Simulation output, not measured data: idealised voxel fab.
Documented hereafter: the process module known as voxel spacer lines.
We display cut, a cross-section 165 nm in width whose square cells are each 5 nm.
Cross-section, as written here: a square-cell grid given band by band from the top down, where a band holds one or more rows of cells.
Look at the band entry: it leads with the top's height and the bottom's height in nm. Then it lists the materials left to right, with a width in nm for each. The word "edge to edge" on a single material says that material fills the band edge to edge. The word "blank" is empty space.
The reference from which all heights are counted is 0, the level beneath which the as-received wafer is entirely one material; the lowest band, having no lower bound, proceeds downward and is written after the example "0 -> down".
The expression "30->40" gives the width at the extremes of the band, the first number at its top row of cells and the second at its bottom row, with the width changing by equal amounts from each row to the next in between.
The cross-section has no changed cell in any step marked "identical to before".
Any empty space of 8 cells or more lacking an open way to the top shows up in "Entrapped voids" as width x height at distance, distance from the left edge, in nm.
Post-settings text on a step line: simulator's own remark regarding the step.
The optional step-line setting "overlay nm" applies to steps with a mask and quantifies how far to the right of its planned location the mask lay, a negative value indicating leftward placement.
Planned process steps:
1) RECEIVE | material Si
2) CONFORMAL_DEP | material Al2O3 | thk nm 5
3) DIRECTIONAL_DEP | material polySi | thk nm 20
4) DIRECTIONAL_DEP | material aC | thk nm 25
5) PATTERN | tone cover | mask id MANDREL | material resist | width nm 20 | pitch nm 70 | thk nm 35 | overlay nm 0
6) DIRECTIONAL_ETCH | etch materials aC | depth nm 25
7) STRIP | etch materials resist
8) CONFORMAL_DEP | material SiO2 | thk nm 15
9) DIRECTIONAL_ETCH | etch materials SiO2 | depth nm 15
10) STRIP | etch materials aC
11) DIRECTIONAL_ETCH | etch materials polySi | depth nm 20
12) STRIP | etch materials SiO2
Incoming wafer in cross-section (state: after step 1):
0 -> down  Si edge to edge
Entrapped voids: none
End state of the module in cross-section, given the above starting point and plan and one mistake in execution:
25 -> 20  Al2O3 edge to edge
20 -> 0  polySi edge to edge
0 -> down  Si edge to edge
Entrapped voids: none
Short version of what went wrong: step 3 occupied the plan position of step 2, and the converse holds as well
